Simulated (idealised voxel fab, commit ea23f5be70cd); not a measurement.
A process module follows: voxel lift off.
The cross-section on display is named cut; it measures 235 nm wide, and its cells are 5 nm squares.
Notation: cross-section as square-cell grid; stated in bands, top first, going down; one or more cell rows per band.
First you get the band's top height and its bottom height, in nm, and then the materials it's made of, left to right, with each width in nm. If you see a single material with "all across", that one covers the band edge to edge. "blank" is empty space.
Basically, 0 is our baseline, since under it the wafer straight out of the box is all one material. The bottom band has no lower end and keeps on going down, so it looks like "0 nm and below".
Per-row width for "30..40": begins at first number (top row of band), ends at second number (bottom row), increment between rows held constant.
"no change occurred" means the step left every cell of the cross-section as it was.
Listed in "Entrapped voids": every empty space of 8 or more cells without an open way to the top. Form: width x height at distance, the distance being from the left edge, all in nm.
If you see something after the settings on a step's line, that's the simulator's own remark about that step.
The "overlay nm" setting may appear on a step's line; for a step that uses a mask, it gives how far to the right of its planned position the mask lay, and a negative value indicates the left.
The steps planned for the process are as follows
step 1: RECEIVE, material Si
step 2: CONFORMAL_DEP, material SiN, thk nm 15
step 3: PATTERN, tone open, mask id LINES, material resist, width nm 15, pitch nm 30, thk nm 20, overlay nm -15
step 4: DIRECTIONAL_DEP, material Ru, thk nm 10
step 5: STRIP, etch materials resist
step 6: CONFORMAL_DEP, material SiCN, thk nm 10
Be aware that, although all wafers share a common starting state, the overlay nm at step 3 differs among them, and the plan displays the first wafer's value.
As-received state after step 1, first of several wafers, cross-section
0 nm and below: Si all across
Entrapped voids: none
Where each wafer stands at the end of the module, a row apiece: cells of each material gained (+) or lost (-) since it was received, then closed voids
overlay nm -15; +18 Ru; +114 SiCN; +141 SiN; Entrapped voids: none
overlay nm -10; +18 Ru; +114 SiCN; +141 SiN; Entrapped voids: none
overlay nm -5; +18 Ru; +114 SiCN; +141 SiN; Entrapped voids: none
overlay nm 0; +18 Ru; +114 SiCN; +141 SiN; Entrapped voids: none
overlay nm 5; +18 Ru; +114 SiCN; +141 SiN; Entrapped voids: none
overlay nm 10; +18 Ru; +114 SiCN; +141 SiN; Entrapped voids: none
overlay nm 15; +18 Ru; +114 SiCN; +141 SiN; Entrapped voids: none
